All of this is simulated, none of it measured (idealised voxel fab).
Module name: voxel self aligned contacts (process module)
Shown is cross-section cut, with a width of 210 nm and square cells of size 5 nm.
Cross-section layout: square cells on a grid; listed as bands, top to bottom; a band spans one or more cell rows.
Each band's line starts with the height of the band's top and of its bottom, in nm. Then come its materials from left to right, each with its width in nm. One material with "throughout" fills the band from edge to edge. "empty" is empty space.
Heads up on the height convention: 0 is the point under which the incoming wafer is all one material, and the lowest band has no bottom, it just keeps going down, like "top 0, no bottom".
A width such as "30 to 40" changes by the same amount from each row of cells to the next, from the band's top row to its bottom row.
It should be understood that the words "no change", when stated for a given step, signify that the cross-section underwent no change in any of its cells during that step.
Each empty space that has no open way to the top and spans at least 8 cells appears under "Sealed voids" as width x height at distance, the distance counted from the left edge, all in nm.
Heads up: the bit after the settings on a step's line is the simulator's remark on that step.
Among the settings permitted on a step's line is "overlay nm"; applied to a step with a mask, it specifies the extent to which the mask lay to the right of its planned position, whereas a negative figure signifies a position to the left.
# Planned process steps
step 1: RECEIVE: material Si
step 2: OXIDIZE: depth nm 5
step 3: DIRECTIONAL_DEP: material polySi, thk nm 30
step 4: DIRECTIONAL_DEP: material SiN, thk nm 20
step 5: PATTERN: tone cover, mask id GATE, material resist, width nm 30, pitch nm 65, thk nm 20, overlay nm 0
step 6: DIRECTIONAL_ETCH: etch materials SiN, depth nm 20
step 7: DIRECTIONAL_ETCH: etch materials polySi, depth nm 30
step 8: STRIP: etch materials resist
step 9: CONFORMAL_DEP: material SiN, thk nm 10
step 10: DIRECTIONAL_ETCH: etch materials SiN, depth nm 10
step 11: FILL_DEP: material SiO2, thk nm 15
step 12: CMP: height nm 55
step 13: PATTERN: tone open, mask id CONTACT, material resist, width nm 45, pitch nm 65, thk nm 15, overlay nm 0
step 14: DIRECTIONAL_ETCH: etch materials SiO2, depth nm 60
step 15: STRIP: etch materials resist
step 16: CONFORMAL_DEP: material TiN, thk nm 5
step 17: FILL_DEP: material W, thk nm 5
step 18: CMP: height nm 55
step 19: CONFORMAL_DEP: material SiCN, thk nm 5
# Cross-section of the wafer as it came to us, i.e., already through step 1
- top 0, no bottom = Si throughout
- Sealed voids: none
# Starting structure and process plan are as shown above, but one mistake was made in running the module; the wafer cross-section at the end of the module follows
- top 60, bottom 55 = SiCN throughout
- top 55, bottom 50 = W (10) / TiN (40) / SiO2 (45) / TiN (20) / SiO2 (45) / TiN (40) / W (10)
- top 50, bottom 30 = W (10) / TiN (5) / SiN (50) / SiO2 (15) / SiN (50) / SiO2 (15) / SiN (50) / TiN (5) / W (10)
- top 30, bottom 0 = W (10) / TiN (5) / SiN (10) / polySi (30) / SiN (10) / SiO2 (15) / SiN (10) / polySi (30) / SiN (10) / SiO2 (15) / SiN (10) / polySi (30) / SiN (10) / TiN (5) / W (10)
- top 0, bottom -5 = TiN (15) / SiO2 (180) / TiN (15)
- top -5, no bottom = Si throughout
- Sealed voids: none
So what did we get wrong on this run? it should be noted that step 13 was executed with settings other than those planned, the operation and settings actually applied being PATTERN: tone cover, mask id CONTACT, material resist, width nm 45, pitch nm 65, thk nm 15, overlay nm 0
